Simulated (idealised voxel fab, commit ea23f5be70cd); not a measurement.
This is a process module. Its name is voxel fin reveal.
Cross-section cut: width 275 nm, square cells of 5 nm.
The cross-sections in this document take the form of a grid made of square cells. They are written out as bands, in order from top to bottom. Each band consists of one or more rows of cells. Band entry format. Leading values: height of top, height of bottom, nm. Remainder: materials in left-to-right order, each with its width in nm. Special words: "throughout" on a single material, which then fills the band edge to edge; "empty", empty space. Heights from 0 (as-received wafer is one material below). Bottom band endless downward, as "0 nm and below". Read "30->40" as a graded width: first number on top, second number at the bottom, same change between each pair of neighbouring rows. When a step is marked "everything unchanged", none of the cells in the cross-section changed during that step. "Sealed internal cavities" contains a list of empty spaces, each no smaller than 8 cells and without an open way to the top, written in the form width x height at distance with the distance from the left edge and all three in nm. Read whatever lies past the settings on a step's line as the simulator's own remark about the step. Each step line may optionally specify "overlay nm", which for a step with a mask gives the rightward distance between the mask's planned place and where it lay, a negative value indicating the leftward direction.

## Here's what the planned process steps look like
| 1 | RECEIVE, material Si |
| 2 | CONFORMAL_DEP, material SiN, thk nm 5 |
| 3 | MASKED_ETCH, tone cover, mask id FINS, width nm 15, pitch nm 35, etch materials SiN, depth nm 5, overlay nm 0 |
| 4 | MASKED_ETCH, tone cover, mask id FINS, width nm 15, pitch nm 35, etch materials Si, depth nm 40, overlay nm -15 |
| 5 | OXIDIZE, depth nm 5 |
| 6 | FILL_DEP, material SiO2, thk nm 15 |
| 7 | CMP, height nm 5 |
| 8 | SELECTIVE_ETCH, etch materials SiO2, depth nm 20 |
| 9 | STRIP, etch materials SiN |
Same starting wafers, different overlay nm at step 4. Plan value belongs to the first wafer.

## Cross-section of the first of several wafers on receipt, reflecting completion of step 1
  0 nm and below | Si throughout
  Sealed internal cavities: none

## Basically each wafer gets a line in the table, showing it at the end of the module: material by material, the cells it gained (+) or lost (-) since we got it, then its closed voids
overlay nm -15, -363 Si, +234 SiO2, Sealed internal cavities: none
overlay nm -10, -395 Si, +258 SiO2, Sealed internal cavities: none
overlay nm -5, -427 Si, +282 SiO2, Sealed internal cavities: none
overlay nm 0, -459 Si, +306 SiO2, Sealed internal cavities: none
overlay nm 5, -427 Si, +282 SiO2, Sealed internal cavities: none
overlay nm 10, -395 Si, +258 SiO2, Sealed internal cavities: none
overlay nm 15, -363 Si, +234 SiO2, Sealed internal cavities: none
